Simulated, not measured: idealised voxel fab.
Process module heading - voxel double patterning
Xsec cut, 265 nm wide, square cell size 5 nm.
When this document writes out a cross-section, it uses a grid of square cells and lists it as bands, beginning at the top and moving down, with a band standing for one or more rows of cells.
In this notation a band is specified by the heights of its top and bottom, in that order and in nm, after which its materials appear from left to right, each paired with its width in nm. The word "full width" attached to a single material means that material fills the band from edge to edge; the word "air" stands for empty space.
Basically, 0 is our baseline, since under it the wafer straight out of the box is all one material. The bottom band has no lower end and keeps on going down, so it looks like "0 and below".
Quick explanation for "30..40": the width changes in equal steps down the rows of cells, from the first number in the band's top row to the second number in its bottom row.
"changes: none" for a step: no cell of the cross-section changed in that step.
Entry "Completely enclosed voids" = empty spaces >= 8 cells with no open way to the top; each as width x height at distance, distance from left edge, all nm.
Post-settings text on a step line: simulator's own remark regarding the step.
A step line may carry the setting "overlay nm", which, for steps involving a mask, states the distance by which the mask lay to the right of its intended position; negative values denote displacement to the left.

-- Below is the list of planned process steps
1 RECEIVE | material Si
2 CONFORMAL_DEP | material SiO2 | thk nm 10
3 DIRECTIONAL_DEP | material polySi | thk nm 10
4 DIRECTIONAL_DEP | material SiCN | thk nm 5
5 DIRECTIONAL_DEP | material aC | thk nm 15
6 PATTERN | tone open | mask id FIRST | material resist | width nm 15 | pitch nm 50 | thk nm 30 | overlay nm 0
7 DIRECTIONAL_ETCH | etch materials aC | depth nm 15
8 STRIP | etch materials resist
9 DIRECTIONAL_ETCH | etch materials SiCN | depth nm 5
10 STRIP | etch materials aC
11 PATTERN | tone open | mask id SECOND | material resist | width nm 15 | thk nm 15 | overlay nm 0
12 DIRECTIONAL_ETCH | etch materials SiCN | depth nm 5
13 STRIP | etch materials resist
14 DIRECTIONAL_ETCH | etch materials polySi | depth nm 10
15 STRIP | etch materials SiCN

-- Cross-section of the wafer upon arrival, representing the state reached after step 1
	0 and below = Si full width
	Completely enclosed voids: none

-- End-of-module XS, first of two wafers, run as planned
	20 down to 10 = polySi 100 nm, air 15 nm, polySi 10 nm, air 15 nm, polySi 10 nm, air 15 nm, polySi 100 nm
	10 down to 0 = SiO2 full width
	0 and below = Si full width
	Completely enclosed voids: none

-- Second wafer through the module, sectioned at the end: same beginning and same plan as the first wafer, with one mistake in carrying it out
	25 down to 15 = polySi 100 nm, air 15 nm, polySi 10 nm, air 15 nm, polySi 10 nm, air 15 nm, polySi 100 nm
	15 down to 10 = polySi full width
	10 down to 0 = SiO2 full width
	0 and below = Si full width
	Completely enclosed voids: none
What broke from the plan during processing? step 3 deviated from plan and actually ran as DIRECTIONAL_DEP | material polySi | thk nm 15
Final difference in cells, second wafer against first, listed per material as more or fewer: polySi +53
